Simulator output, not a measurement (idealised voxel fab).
process module | voxel wiring stack
cross-section cut | 175 nm wide | cells 5 nm
A cross-section is a grid of square cells, given in bands from the top down. A band is one or more rows of cells.
Each band's line starts with the height of the band's top and of its bottom, in nm. Then come its materials from left to right, each with its width in nm. One material with "throughout" fills the band from edge to edge. "air" is empty space.
Height 0 is the level under which the wafer as received is all one material. The lowest band goes on downwards, as in "0 down".
A width such as "30 to 40" changes by the same amount from each row of cells to the next, from the band's top row to its bottom row.
"no change" after a step means that no cell of the cross-section changed.
closed voids: empty space of 8 cells or more with no open way to the top, each as width x height at its distance from the left edge, in nm
after a step's settings: what the simulator itself notes on the step
overlay nm, on a step with a mask: how far to the right of its planned place the mask lay; to the left if negative
plan
1 op RECEIVE | material Si
2 op CONFORMAL_DEP | material SiO2 | thk nm 15
3 op DIRECTIONAL_DEP | material TiN | thk nm 5
4 op DIRECTIONAL_DEP | material Ru | thk nm 15
5 op MASKED_ETCH | tone cover | mask id METAL_1 | width nm 25 | pitch nm 55 | etch materials Ru | depth nm 15 | overlay nm 0
6 op MASKED_ETCH | tone cover | mask id METAL_1 | width nm 25 | pitch nm 55 | etch materials TiN | depth nm 5 | overlay nm 0
7 op FILL_DEP | material lowk | thk nm 5
8 op CMP | height nm 35
9 op CONFORMAL_DEP | material SiCN | thk nm 5
10 op DIRECTIONAL_DEP | material lowk | thk nm 10
11 op DIRECTIONAL_DEP | material aC | thk nm 15
12 op PATTERN | tone open | mask id PLUG_1 | material resist | width nm 15 | pitch nm 55 | thk nm 30 | overlay nm 0
13 op DIRECTIONAL_ETCH | etch materials aC | depth nm 15
14 op STRIP | etch materials resist
15 op DIRECTIONAL_ETCH | etch materials lowk | depth nm 10
16 op DIRECTIONAL_ETCH | etch materials SiCN | depth nm 5
17 op STRIP | etch materials aC
18 op CONFORMAL_DEP | material TiN | thk nm 5
19 op FILL_DEP | material Ru | thk nm 5
20 op CMP | height nm 50
21 op CONFORMAL_DEP | material SiCN | thk nm 5
22 op DIRECTIONAL_DEP | material SiO2 | thk nm 15
23 op PATTERN | tone open | mask id METAL_2 | material resist | width nm 15 | pitch nm 55 | thk nm 15 | overlay nm 0
24 op DIRECTIONAL_ETCH | etch materials SiO2 | depth nm 15
25 op DIRECTIONAL_ETCH | etch materials SiCN | depth nm 5
26 op STRIP | etch materials resist
27 op CONFORMAL_DEP | material TiN | thk nm 5
28 op FILL_DEP | material Ru | thk nm 5
29 op CMP | height nm 70
30 op CONFORMAL_DEP | material SiCN | thk nm 5
31 op DIRECTIONAL_DEP | material SiO2 | thk nm 30
32 op MASKED_ETCH | tone open | mask id METAL_3_HOLES | width nm 15 | etch materials SiO2 | depth nm 30 | overlay nm 0
33 op MASKED_ETCH | tone open | mask id METAL_3 | width nm 25 | pitch nm 55 | etch materials SiO2 | depth nm 15 | overlay nm 0
34 op MASKED_ETCH | tone open | mask id METAL_3 | width nm 25 | pitch nm 55 | etch materials SiCN | depth nm 5 | overlay nm 0
35 op CONFORMAL_DEP | material TiN | thk nm 5
36 op FILL_DEP | material Ru | thk nm 5
37 op CMP | height nm 105
38 op CONFORMAL_DEP | material SiCN | thk nm 5
varied across the wafers: width nm of step 23. The plan shows the first wafer's value. All wafers start alike
first wafer as received, after step 1
  0 down: Si throughout
  closed voids: none
first wafer at the end, after step 38
  110 to 105: SiCN throughout
  105 to 95: SiO2 45 | TiN 5 | Ru 15 | TiN 5 | SiO2 30 | TiN 5 | Ru 15 | TiN 5 | SiO2 50
  95 to 90: SiO2 45 | TiN 5 | Ru 5 | TiN 15 | SiO2 30 | TiN 25 | SiO2 50
  90 to 75: SiO2 45 | TiN 5 | Ru 5 | TiN 5 | SiO2 115
  75 to 70: SiCN 45 | TiN 15 | SiCN 115
  70 to 55: SiO2 50 | TiN 5 | Ru 5 | TiN 5 | SiO2 40 | TiN 5 | Ru 5 | TiN 5 | SiO2 55
  55 to 50: SiCN 50 | TiN 15 | SiCN 40 | TiN 15 | SiCN 55
  50 to 40: lowk 45 | TiN 5 | Ru 5 | TiN 5 | lowk 40 | TiN 5 | Ru 5 | TiN 5 | lowk 60
  40 to 35: SiCN 45 | TiN 15 | SiCN 40 | TiN 15 | SiCN 60
  35 to 20: lowk 45 | Ru 25 | lowk 30 | Ru 25 | lowk 50
  20 to 15: lowk 45 | TiN 25 | lowk 30 | TiN 25 | lowk 50
  15 to 0: SiO2 throughout
  0 down: Si throughout
  closed voids: none
last wafer at the end
  110 to 105: SiCN throughout
  105 to 95: SiO2 45 | TiN 5 | Ru 15 | TiN 5 | SiO2 30 | TiN 5 | Ru 15 | TiN 5 | SiO2 50
  95 to 90: SiO2 45 | TiN 5 | Ru 5 | TiN 15 | SiO2 30 | TiN 25 | SiO2 50
  90 to 75: SiO2 45 | TiN 5 | Ru 5 | TiN 5 | SiO2 115
  75 to 70: SiCN 45 | TiN 15 | SiCN 115
  70 to 55: SiO2 40 | TiN 5 | Ru 30 | TiN 5 | SiO2 15 | TiN 5 | Ru 30 | TiN 5 | SiO2 40
  55 to 50: SiCN 40 | TiN 40 | SiCN 15 | TiN 40 | SiCN 40
  50 to 40: lowk 45 | TiN 5 | Ru 5 | TiN 5 | lowk 40 | TiN 5 | Ru 5 | TiN 5 | lowk 60
  40 to 35: SiCN 45 | TiN 15 | SiCN 40 | TiN 15 | SiCN 60
  35 to 20: lowk 45 | Ru 25 | lowk 30 | Ru 25 | lowk 50
  20 to 15: lowk 45 | TiN 25 | lowk 30 | TiN 25 | lowk 50
  15 to 0: SiO2 throughout
  0 down: Si throughout
  closed voids: none
each wafer at the end: cells of each material gained (+) or lost (-) since it was received, then its closed voids
width nm 15 | +56 Ru | +125 SiCN | +363 SiO2 | +68 TiN | +158 lowk | closed voids: none
width nm 20 | +62 Ru | +123 SiCN | +357 SiO2 | +70 TiN | +158 lowk | closed voids: none
width nm 25 | +68 Ru | +121 SiCN | +351 SiO2 | +72 TiN | +158 lowk | closed voids: none
width nm 30 | +74 Ru | +119 SiCN | +345 SiO2 | +74 TiN | +158 lowk | closed voids: none
width nm 35 | +80 Ru | +117 SiCN | +339 SiO2 | +76 TiN | +158 lowk | closed voids: none
width nm 40 | +86 Ru | +115 SiCN | +333 SiO2 | +78 TiN | +158 lowk | closed voids: none
